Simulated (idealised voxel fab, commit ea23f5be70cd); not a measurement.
Process module name: voxel self aligned contacts
Square cell edge 5 nm, section width 195 nm, ID cut.
Reading order for cross-sections: top band down to bottom band. Underlying form: a grid of square cells. Band size: one or more rows of cells.
The entry gives the band's vertical extent as a top height and a bottom height in nm, then its horizontal make-up as materials from left to right, each with a width in nm. "empty" stands for empty space; a single material marked "edge to edge" fills the band edge to edge.
We count height from 0. Below that, the starting wafer is all one material. The lowest band never ends at the bottom but goes on down; see "from 0 down" for how that is written.
Per-row width for "30 to 40": begins at first number (top row of band), ends at second number (bottom row), increment between rows held constant.
It should be understood that the words "left unchanged", when stated for a given step, signify that the cross-section underwent no change in any of its cells during that step.
"Closed void register" lists enclosed empty spaces (at least 8 cells, no open path upward to the top), each as width x height at distance from the left edge, in nm.
Heads up: the bit after the settings on a step's line is the simulator's remark on that step.
"overlay nm" denotes, for a step that has a mask, the displacement of the mask to the right of its planned place, with negative values corresponding to the left.
**Process steps foreseen in the plan**
- 1: op RECEIVE | material Si
- 2: op CONFORMAL_DEP | material SiO2 | thk nm 5
- 3: op DIRECTIONAL_DEP | material polySi | thk nm 20
- 4: op DIRECTIONAL_DEP | material SiN | thk nm 15
- 5: op PATTERN | tone cover | mask id GATE | material resist | width nm 30 | pitch nm 65 | thk nm 15 | overlay nm 0
- 6: op DIRECTIONAL_ETCH | etch materials SiN | depth nm 15
- 7: op DIRECTIONAL_ETCH | etch materials polySi | depth nm 20
- 8: op STRIP | etch materials resist
- 9: op CONFORMAL_DEP | material SiN | thk nm 5
- 10: op DIRECTIONAL_ETCH | etch materials SiN | depth nm 5
- 11: op FILL_DEP | material SiO2 | thk nm 15
- 12: op CMP | height nm 50
- 13: op PATTERN | tone open | mask id CONTACT | material resist | width nm 45 | thk nm 20 | overlay nm 0
- 14: op DIRECTIONAL_ETCH | etch materials SiO2 | depth nm 50
- 15: op STRIP | etch materials resist
- 16: op CONFORMAL_DEP | material TiN | thk nm 5
- 17: op FILL_DEP | material Ru | thk nm 5
- 18: op CMP | height nm 50
- 19: op CONFORMAL_DEP | material SiCN | thk nm 5
**So this is the incoming wafer in cross-section - it's already been through step 1**
> from 0 down = Si edge to edge
> Closed void register: none
**Looking at the first of two wafers in cross-section at end of module - ran to plan**
> from 55 to 50 = SiCN edge to edge
> from 50 to 40 = SiO2 75 nm, then TiN 5 to 15 nm, then Ru 35 to 15 nm, then TiN 5 to 15 nm, then SiO2 75 nm
> from 40 to 25 = SiO2 45 nm, then SiN 40 nm, then TiN 5 nm, then Ru 15 nm, then TiN 5 nm, then SiN 40 nm, then SiO2 45 nm
> from 25 to 5 = SiO2 45 nm, then SiN 5 nm, then polySi 30 nm, then SiN 5 nm, then TiN 5 nm, then Ru 15 nm, then TiN 5 nm, then SiN 5 nm, then polySi 30 nm, then SiN 5 nm, then SiO2 45 nm
> from 5 to 0 = SiO2 85 nm, then TiN 25 nm, then SiO2 85 nm
> from 0 down = Si edge to edge
> Closed void register: none
**Wafer two, sectioned after the module: the first wafer's start, the first wafer's plan, and one mistake in how it was run**
> from 55 to 50 = SiCN edge to edge
> from 50 to 40 = SiO2 75 nm, then TiN 5 nm, then Ru 35 nm, then TiN 5 nm, then SiO2 75 nm
> from 40 to 35 = SiO2 75 nm, then TiN 10 nm, then Ru 25 nm, then TiN 10 nm, then SiO2 75 nm
> from 35 to 25 = SiO2 50 nm, then SiN 30 nm, then TiN 5 nm, then Ru 25 nm, then TiN 5 nm, then SiN 30 nm, then SiO2 50 nm
> from 25 to 5 = SiO2 50 nm, then polySi 30 nm, then TiN 5 nm, then Ru 25 nm, then TiN 5 nm, then polySi 30 nm, then SiO2 50 nm
> from 5 to 0 = SiO2 80 nm, then TiN 35 nm, then SiO2 80 nm
> from 0 down = Si edge to edge
> Closed void register: none
Deviation noted in wafer processing: step 9 of the plan was excluded from execution and never run
Once processing is complete, comparing cell counts shows that the second wafer has more or fewer of certain materials than the first: Ru: 18 more, SiN: 40 fewer, SiO2: 22 more
